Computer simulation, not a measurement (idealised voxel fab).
The document below concerns the process module designated voxel air gaps.
220 nm wide, 5 nm square cells: that's cross-section cut.
Format of a cross-section: grid, square cells. Given as bands. Order: top down. Band: one or more rows of cells.
This entry defines a band. It first specifies the height of the band's top and the height of its bottom in nm, and then specifies the band's materials from left to right, stating each material with its width in nm. The word "throughout" identifies a single material that fills the band from edge to edge, while the word "air" identifies empty space.
A quick word on heights: they are counted from 0, and under that level the wafer as it came to us is one material throughout. The lowest band is different from the rest in having no bottom; it simply continues downward, written as in "0 -> down".
A width given as "30..40" starts at the first number in the band's top row and ends at the second number in its bottom row, shifting by an equal amount at every step from row to row.
Reading "no alteration" for a step: not a cell of the cross-section changed in it.
"Trapped cavities" enumerates empty spaces isolated from the top, with no open way to it, that contain at least 8 cells, giving each as width x height at distance from the left edge, all three in nm.
If you see something after the settings on a step's line, that's the simulator's own remark about that step.
Steps that use a mask can have "overlay nm" on their line. It says how far the mask sat to the right of where it was meant to be. Negative means to the left.

## The following list gives the planned process steps
step 1: RECEIVE (material Si)
step 2: CONFORMAL_DEP (material SiO2; thk nm 10)
step 3: CONFORMAL_DEP (material SiN; thk nm 5)
step 4: DIRECTIONAL_DEP (material SiO2; thk nm 40)
step 5: MASKED_ETCH (tone open; mask id LINES; width nm 15; pitch nm 40; etch materials SiO2; depth nm 40; overlay nm 0)
step 6: CONFORMAL_DEP (material TiN; thk nm 5)
step 7: FILL_DEP (material Ru; thk nm 5)
step 8: CMP (height nm 55)
step 9: EPI (material Ru; thk nm 10)
step 10: SELECTIVE_ETCH (etch materials SiO2; depth nm 50)
step 11: CONFORMAL_DEP (material SiCN; thk nm 5)

## Here's what the wafer looked like in cross-section when it arrived - that's after step 1
* 0 -> down | Si throughout
* Trapped cavities: none

## As-planned run: cross-section of the first of two wafers at end of module
* 70 -> 65 | air: 45, then SiCN: 125, then air: 50
* 65 -> 55 | air: 45, then SiCN: 5, then Ru: 35, then SiCN: 5, then Ru: 35, then SiCN: 5, then Ru: 35, then SiCN: 5, then air: 50
* 55 -> 50 | air: 45, then SiCN: 15, then TiN: 5, then Ru: 5, then TiN: 5, then SiCN: 25, then TiN: 5, then Ru: 5, then TiN: 5, then SiCN: 25, then TiN: 5, then Ru: 5, then TiN: 5, then SiCN: 15, then air: 50
* 50 -> 20 | air: 55, then SiCN: 5, then TiN: 5, then Ru: 5, then TiN: 5, then SiCN: 5, then air: 15, then SiCN: 5, then TiN: 5, then Ru: 5, then TiN: 5, then SiCN: 5, then air: 15, then SiCN: 5, then TiN: 5, then Ru: 5, then TiN: 5, then SiCN: 5, then air: 60
* 20 -> 15 | SiCN: 60, then TiN: 15, then SiCN: 25, then TiN: 15, then SiCN: 25, then TiN: 15, then SiCN: 65
* 15 -> 10 | SiN throughout
* 10 -> 0 | SiO2 throughout
* 0 -> down | Si throughout
* Trapped cavities: 15 x 30 at 80; 15 x 30 at 120

## second wafer at the end: like start, like plan, one mistake
* 70 -> 65 | SiCN throughout
* 65 -> 15 | Ru throughout
* 15 -> 10 | SiN throughout
* 10 -> 0 | SiO2 throughout
* 0 -> down | Si throughout
* Trapped cavities: none
Nonconformance to the process plan: step 4 ran as: DIRECTIONAL_DEP (material Ru; thk nm 40)
End check, counted in cells, second wafer has more or fewer of these materials than the first: +377 Ru | -76 SiCN | -51 TiN
By the end, 2 closed voids are present in the first wafer and 0 in the second.
